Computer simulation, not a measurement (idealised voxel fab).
process module | voxel transistor to metal
cross-section cut | 265 nm wide | cells 5 nm
A cross-section is a grid of square cells, given in bands from the top down. A band is one or more rows of cells.
Each band's line starts with the height of the band's top and of its bottom, in nm. Then come its materials from left to right, each with its width in nm. One material with "throughout" fills the band from edge to edge. "air" is empty space.
Height 0 is the level under which the wafer as received is all one material. The lowest band goes on downwards, as in "0 down".
A width such as "30 to 40" changes by the same amount from each row of cells to the next, from the band's top row to its bottom row.
"no change" after a step means that no cell of the cross-section changed.
closed voids: empty space of 8 cells or more with no open way to the top, each as width x height at its distance from the left edge, in nm
after a step's settings: what the simulator itself notes on the step
overlay nm, on a step with a mask: how far to the right of its planned place the mask lay; to the left if negative
plan
1 op RECEIVE | material Si
2 op CONFORMAL_DEP | material SiO2 | thk nm 5
3 op CONFORMAL_DEP | material SiN | thk nm 15
4 op MASKED_ETCH | tone cover | mask id ACTIVE | width nm 100 | pitch nm 125 | etch materials SiN | depth nm 15 | overlay nm 0
5 op MASKED_ETCH | tone cover | mask id ACTIVE | width nm 100 | pitch nm 125 | etch materials SiO2 | depth nm 5 | overlay nm 0
6 op MASKED_ETCH | tone cover | mask id ACTIVE | width nm 100 | pitch nm 125 | etch materials Si | depth nm 35 | overlay nm 0
7 op OXIDIZE | depth nm 5
8 op FILL_DEP | material SiO2 | thk nm 5
9 op CMP | height nm 20
10 op SELECTIVE_ETCH | etch materials SiO2 | depth nm 15
11 op STRIP | etch materials SiN
12 op SELECTIVE_ETCH | etch materials SiO2 | depth nm 5
13 op OXIDIZE | depth nm 5
14 op DIRECTIONAL_DEP | material polySi | thk nm 20
15 op DIRECTIONAL_DEP | material SiCN | thk nm 15
16 op MASKED_ETCH | tone cover | mask id GATE | width nm 20 | pitch nm 125 | etch materials SiCN | depth nm 25 | overlay nm 0
17 op MASKED_ETCH | tone cover | mask id GATE | width nm 20 | pitch nm 125 | etch materials polySi | depth nm 30 | overlay nm 0
18 op CONFORMAL_DEP | material SiN | thk nm 10
19 op DIRECTIONAL_ETCH | etch materials SiN | depth nm 10
20 op DIRECTIONAL_ETCH | etch materials SiO2 | depth nm 5
21 op EPI | material pSi | thk nm 5
22 op FILL_DEP | material SiO2 | thk nm 5
23 op CMP | height nm 35
24 op DIRECTIONAL_DEP | material SiO2 | thk nm 15
25 op DIRECTIONAL_DEP | material aC | thk nm 10
26 op PATTERN | tone open | mask id CONTACT | material resist | width nm 30 | thk nm 25 | overlay nm 0
27 op DIRECTIONAL_ETCH | etch materials aC | depth nm 10
28 op STRIP | etch materials resist
29 op DIRECTIONAL_ETCH | etch materials SiO2 | depth nm 50
30 op STRIP | etch materials aC
31 op CONFORMAL_DEP | material TiN | thk nm 5
32 op FILL_DEP | material Ru | thk nm 10
33 op CMP | height nm 50
34 op DIRECTIONAL_DEP | material TiN | thk nm 5
35 op DIRECTIONAL_DEP | material Ru | thk nm 20
36 op PATTERN | tone cover | mask id METAL_1 | material resist | width nm 15 | thk nm 15 | overlay nm 0
37 op DIRECTIONAL_ETCH | etch materials Ru | depth nm 20
38 op DIRECTIONAL_ETCH | etch materials TiN | depth nm 5
39 op STRIP | etch materials resist
40 op FILL_DEP | material SiO2 | thk nm 5
41 op CMP | height nm 75
42 op CONFORMAL_DEP | material SiCN | thk nm 5
43 op DIRECTIONAL_DEP | material SiO2 | thk nm 35
44 op DIRECTIONAL_DEP | material aC | thk nm 15
45 op PATTERN | tone open | mask id METAL_2 | material resist | width nm 15 | pitch nm 125 | thk nm 30 | overlay nm 0
46 op DIRECTIONAL_ETCH | etch materials aC | depth nm 15
47 op STRIP | etch materials resist
48 op DIRECTIONAL_ETCH | etch materials SiO2 | depth nm 20
49 op STRIP | etch materials aC
50 op DIRECTIONAL_DEP | material aC | thk nm 10
51 op PATTERN | tone open | mask id METAL_2_HOLES | material resist | width nm 15 | pitch nm 125 | thk nm 25 | overlay nm 0
52 op DIRECTIONAL_ETCH | etch materials aC | depth nm 10
53 op STRIP | etch materials resist
54 op DIRECTIONAL_ETCH | etch materials SiO2 | depth nm 15
55 op DIRECTIONAL_ETCH | etch materials SiCN | depth nm 5
56 op STRIP | etch materials aC
57 op CONFORMAL_DEP | material TiN | thk nm 5
58 op FILL_DEP | material Cu | thk nm 10
59 op CMP | height nm 115
60 op CONFORMAL_DEP | material SiCN | thk nm 5
as received, after step 1
  0 down: Si throughout
  closed voids: none
a wafer at the end: this start, this plan, one mistake
  120 to 115: SiCN throughout
  115 to 80: SiO2 25 | TiN 5 | Cu 5 | TiN 5 | SiO2 110 | TiN 5 | Cu 5 | TiN 5 | SiO2 100
  80 to 75: SiCN 25 | TiN 15 | SiCN 110 | TiN 15 | SiCN 100
  75 to 55: SiO2 25 | Ru 15 | SiO2 60 | Ru 15 | SiO2 35 | Ru 15 | SiO2 60 | Ru 15 | SiO2 25
  55 to 50: SiO2 25 | TiN 15 | SiO2 60 | TiN 15 | SiO2 35 | TiN 15 | SiO2 60 | TiN 15 | SiO2 25
  50 to 40: SiO2 25 | TiN 5 | Ru 20 | TiN 5 | SiO2 30 | TiN 5 | Ru 20 | TiN 5 | SiO2 35 | TiN 5 | Ru 20 | TiN 5 | SiO2 30 | TiN 5 | Ru 20 | TiN 5 | SiO2 25
  40 to 35: SiO2 25 | TiN 5 | Ru 15 | TiN 10 | SiO2 30 | TiN 10 | Ru 15 | TiN 5 | SiO2 35 | TiN 5 | Ru 15 | TiN 10 | SiO2 30 | TiN 10 | Ru 15 | TiN 5 | SiO2 25
  35 to 30: SiO2 25 | TiN 5 | Ru 15 | TiN 5 | SiN 10 | SiCN 20 | SiN 10 | TiN 5 | Ru 15 | TiN 5 | SiO2 35 | TiN 5 | Ru 15 | TiN 5 | SiN 10 | SiCN 20 | SiN 10 | TiN 5 | Ru 15 | TiN 5 | SiO2 25
  30 to 25: SiO2 25 | TiN 25 | SiN 10 | SiCN 20 | SiN 10 | TiN 25 | SiO2 35 | TiN 25 | SiN 10 | SiCN 20 | SiN 10 | TiN 25 | SiO2 25
  25 to 20: SiCN throughout
  20 to 0: polySi throughout
  0 to -5: SiO2 throughout
  -5 to -40: SiO2 25 | Si 90 | SiO2 35 | Si 90 | SiO2 25
  -40 down: Si throughout
  closed voids: none
what went wrong: step 15 was run twice
